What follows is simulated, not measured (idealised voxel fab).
process module | voxel ribs on slabs
cross-section cut | 175 nm wide | cells 5 nm
A cross-section is a grid of square cells, given in bands from the top down. A band is one or more rows of cells.
Each band's line starts with the height of the band's top and of its bottom, in nm. Then come its materials from left to right, each with its width in nm. One material with "throughout" fills the band from edge to edge. "air" is empty space.
Height 0 is the level under which the wafer as received is all one material. The lowest band goes on downwards, as in "0 down".
A width such as "30 to 40" changes by the same amount from each row of cells to the next, from the band's top row to its bottom row.
"no change" after a step means that no cell of the cross-section changed.
closed voids: empty space of 8 cells or more with no open way to the top, each as width x height at its distance from the left edge, in nm
after a step's settings: what the simulator itself notes on the step
overlay nm, on a step with a mask: how far to the right of its planned place the mask lay; to the left if negative
plan
1 op RECEIVE | material Si
2 op DIRECTIONAL_DEP | material SiO2 | thk nm 20
3 op DIRECTIONAL_DEP | material SiN | thk nm 15
4 op DIRECTIONAL_DEP | material aC | thk nm 10
5 op PATTERN | tone cover | mask id RIB | material resist | width nm 25 | thk nm 25 | overlay nm 0
6 op DIRECTIONAL_ETCH | etch materials aC | depth nm 10
7 op STRIP | etch materials resist
8 op DIRECTIONAL_ETCH | etch materials SiN | depth nm 5
9 op STRIP | etch materials aC
10 op MASKED_ETCH | tone cover | mask id SLAB | width nm 85 | etch materials SiN | depth nm 10 | overlay nm 0
11 op FILL_DEP | material SiO2 | thk nm 25
12 op CMP | height nm 50
13 op DIRECTIONAL_DEP | material W | thk nm 5
14 op DIRECTIONAL_DEP | material aC | thk nm 10
15 op PATTERN | tone cover | mask id HEATER | material resist | width nm 35 | thk nm 25 | overlay nm 0
16 op DIRECTIONAL_ETCH | etch materials aC | depth nm 10
17 op STRIP | etch materials resist
18 op DIRECTIONAL_ETCH | etch materials W | depth nm 5
19 op STRIP | etch materials aC
20 op CONFORMAL_DEP | material SiO2 | thk nm 5
first wafer, as planned
as received, after step 1
  0 down: Si throughout
  closed voids: none
after step 2
  20 to 0: SiO2 throughout
  below 0: unchanged
after step 3
  35 to 20: SiN throughout
  below 20: unchanged
after step 4
  45 to 35: aC throughout
  below 35: unchanged
after step 5
  70 to 45: air 75 | resist 25 | air 75
  below 45: unchanged
after step 6
  60 to 45: air 75 | resist 25 | air 75
  45 to 35: air 75 | aC 25 | air 75
  below 35: unchanged
after step 7
  45 to 35: air 75 | aC 25 | air 75
  below 35: unchanged
after step 8
  45 to 35: air 75 | aC 25 | air 75
  35 to 30: air 75 | SiN 25 | air 75
  below 30: unchanged
after step 9
  35 to 30: air 75 | SiN 25 | air 75
  below 30: unchanged
after step 10
  35 to 30: air 75 | SiN 25 | air 75
  30 to 20: air 45 | SiN 85 | air 45
  below 20: unchanged
after step 11
  60 to 35: SiO2 throughout
  35 to 30: SiO2 75 | SiN 25 | SiO2 75
  30 to 20: SiO2 45 | SiN 85 | SiO2 45
  below 20: unchanged
after step 12
  50 to 35: SiO2 throughout
  below 35: unchanged
after step 13
  55 to 50: W throughout
  below 50: unchanged
after step 14
  65 to 55: aC throughout
  below 55: unchanged
after step 15
  90 to 65: air 70 | resist 35 | air 70
  below 65: unchanged
after step 16
  80 to 65: air 70 | resist 35 | air 70
  65 to 55: air 70 | aC 35 | air 70
  below 55: unchanged
after step 17
  65 to 55: air 70 | aC 35 | air 70
  below 55: unchanged
after step 18
  65 to 55: air 70 | aC 35 | air 70
  55 to 50: air 70 | W 35 | air 70
  below 50: unchanged
after step 19
  55 to 50: air 70 | W 35 | air 70
  below 50: unchanged
after step 20
  60 to 55: air 65 | SiO2 45 | air 65
  55 to 50: SiO2 70 | W 35 | SiO2 70
  below 50: unchanged
second wafer: like start, like plan, one mistake. Through step 9 it matches the first wafer
when step 10 should have ended
  30 to 25: SiN 45 | air 85 | SiN 45
  25 to 20: SiN 45 | air 30 | SiN 25 | air 30 | SiN 45
  below 20: unchanged
when step 11 should have ended
  55 to 30: SiO2 throughout
  30 to 25: SiN 45 | SiO2 85 | SiN 45
  25 to 20: SiN 45 | SiO2 30 | SiN 25 | SiO2 30 | SiN 45
  below 20: unchanged
when step 12 should have ended
  50 to 30: SiO2 throughout
  below 30: unchanged
when step 13 should have ended
  55 to 50: W throughout
  below 50: unchanged
when step 14 should have ended
  65 to 55: aC throughout
  below 55: unchanged
when step 15 should have ended
  90 to 65: air 70 | resist 35 | air 70
  below 65: unchanged
when step 16 should have ended
  80 to 65: air 70 | resist 35 | air 70
  65 to 55: air 70 | aC 35 | air 70
  below 55: unchanged
when step 17 should have ended
  65 to 55: air 70 | aC 35 | air 70
  below 55: unchanged
when step 18 should have ended
  65 to 55: air 70 | aC 35 | air 70
  55 to 50: air 70 | W 35 | air 70
  below 50: unchanged
when step 19 should have ended
  55 to 50: air 70 | W 35 | air 70
  below 50: unchanged
when step 20 should have ended
  60 to 55: air 65 | SiO2 45 | air 65
  55 to 50: SiO2 70 | W 35 | SiO2 70
  below 50: unchanged
what went wrong: step 10 ran as: op MASKED_ETCH | tone open | mask id SLAB | width nm 85 | etch materials SiN | depth nm 10 | overlay nm 0
at the end the second wafer has, in cells: 2 more of SiN | 2 fewer of SiO2
